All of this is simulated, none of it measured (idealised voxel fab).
process module | voxel spacer lines
cross-section cut | 245 nm wide | cells 5 nm
A cross-section is a grid of square cells, given in bands from the top down. A band is one or more rows of cells.
Each band's line starts with the height of the band's top and of its bottom, in nm. Then come its materials from left to right, each with its width in nm. One material with "throughout" fills the band from edge to edge. "air" is empty space.
Height 0 is the level under which the wafer as received is all one material. The lowest band goes on downwards, as in "0 down".
A width such as "30 to 40" changes by the same amount from each row of cells to the next, from the band's top row to its bottom row.
"no change" after a step means that no cell of the cross-section changed.
closed voids: empty space of 8 cells or more with no open way to the top, each as width x height at its distance from the left edge, in nm
after a step's settings: what the simulator itself notes on the step
overlay nm, on a step with a mask: how far to the right of its planned place the mask lay; to the left if negative
plan
1 op RECEIVE | material Si
2 op CONFORMAL_DEP | material Al2O3 | thk nm 5
3 op DIRECTIONAL_DEP | material TiN | thk nm 10
4 op DIRECTIONAL_DEP | material aC | thk nm 25
5 op PATTERN | tone cover | mask id MANDREL | material resist | width nm 20 | pitch nm 60 | thk nm 30 | overlay nm 0
6 op DIRECTIONAL_ETCH | etch materials aC | depth nm 25
7 op STRIP | etch materials resist
8 op CONFORMAL_DEP | material SiO2 | thk nm 10
9 op DIRECTIONAL_ETCH | etch materials SiO2 | depth nm 10
10 op STRIP | etch materials aC
11 op DIRECTIONAL_ETCH | etch materials TiN | depth nm 10
12 op STRIP | etch materials SiO2
13 op FILL_DEP | material lowk | thk nm 5
14 op CMP | height nm 5
varied across the wafers: height nm of step 14. The plan shows the first wafer's value. All wafers start alike
first wafer as received, after step 1
  0 down: Si throughout
  closed voids: none
first wafer at the end, after step 14
  5 to 0: Al2O3 throughout
  0 down: Si throughout
  closed voids: none
last wafer at the end
  20 to 15: lowk throughout
  15 to 5: lowk 70 | TiN 10 | lowk 20 | TiN 10 | lowk 20 | TiN 10 | lowk 20 | TiN 10 | lowk 75
  5 to 0: Al2O3 throughout
  0 down: Si throughout
  closed voids: none
each wafer at the end: cells of each material gained (+) or lost (-) since it was received, then its closed voids
height nm 5 | +49 Al2O3 | closed voids: none
height nm 10 | +49 Al2O3 | +8 TiN | +41 lowk | closed voids: none
height nm 15 | +49 Al2O3 | +16 TiN | +82 lowk | closed voids: none
height nm 20 | +49 Al2O3 | +16 TiN | +131 lowk | closed voids: none
